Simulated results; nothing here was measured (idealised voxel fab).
The process module presented herein is designated voxel released beams.
Square cells of 5 nm make up the cross-section cut, whose width is 285 nm.
Just so we're on the same page, the cross-sections are grids of square cells, and they're listed out in bands top to bottom, each band one or more rows deep.
Top, bottom (nm), then materials left to right with widths (nm); lone material tagged "throughout" fills the whole band edge to edge; "air" = empty space.
For the purposes of this specification, 0 denotes the height below which the wafer in its as-received condition is composed wholly of one material, and the lowermost band, lacking a lower limit, extends downward without end, as expressed in "0 and below".
The two numbers in a width such as "30->40" mark its ends across the band: the first belongs to the top row of cells, the second to the bottom row, and from each row to the next the width moves by the same amount.
Any step labelled "all unchanged" changed none of the cells in the cross-section.
"Encapsulated voids" - sealed voids, min. 8 cells, no opening to top; format: width x height at distance (distance from left edge; nm throughout).
Post-settings text on a step line: simulator's own remark regarding the step.
Regarding "overlay nm": on a step with a mask, it is the distance the mask lay to the right of its planned place; a negative value places it to the left.
Process steps foreseen in the plan:
1. RECEIVE: material Si
2. CONFORMAL_DEP: material SiN, thk nm 10
3. DIRECTIONAL_DEP: material SiO2, thk nm 10
4. MASKED_ETCH: tone open, mask id ANCHOR, width nm 20, etch materials SiO2, depth nm 10, overlay nm 0
5. CONFORMAL_DEP: material polySi, thk nm 10
6. DIRECTIONAL_DEP: material aC, thk nm 15
7. PATTERN: tone cover, mask id BEAM, material resist, width nm 110, thk nm 30, overlay nm 0
8. DIRECTIONAL_ETCH: etch materials aC, depth nm 15
9. STRIP: etch materials resist
10. DIRECTIONAL_ETCH: etch materials polySi, depth nm 10
11. STRIP: etch materials aC
12. STRIP: etch materials SiO2
The value of width nm given for step 4 in the plan refers to the first wafer; the wafers vary in this setting and are alike at the start.
Step 1 complete: as-received cross-section of the first of several wafers:
0 and below: Si throughout
Encapsulated voids: none
Quick look at the cross-section of the first of several wafers after step 12, which wraps up the module:
30 down to 20: air 85 nm, polySi 110 nm, air 90 nm
20 down to 10: air 95 nm, polySi 20 nm, air 170 nm
10 down to 0: SiN throughout
0 and below: Si throughout
Encapsulated voids: none
Cross-section at module completion, last wafer:
30 down to 20: air 85 nm, polySi 10 nm, air 25 nm, polySi 75 nm, air 90 nm
20 down to 10: air 85 nm, polySi 45 nm, air 155 nm
10 down to 0: SiN throughout
0 and below: Si throughout
Encapsulated voids: none
The table below has one row for each wafer; a row shows, as of the end of the module, how many cells of each material the wafer has gained, marked (+), or lost, marked (-), since it was received, and then the wafer's closed voids:
width nm 20 | +114 SiN | +52 polySi | Encapsulated voids: none
width nm 25 | +114 SiN | +52 polySi | Encapsulated voids: none
width nm 30 | +114 SiN | +52 polySi | Encapsulated voids: none
width nm 35 | +114 SiN | +52 polySi | Encapsulated voids: none
width nm 40 | +114 SiN | +52 polySi | Encapsulated voids: none
width nm 45 | +114 SiN | +52 polySi | Encapsulated voids: none
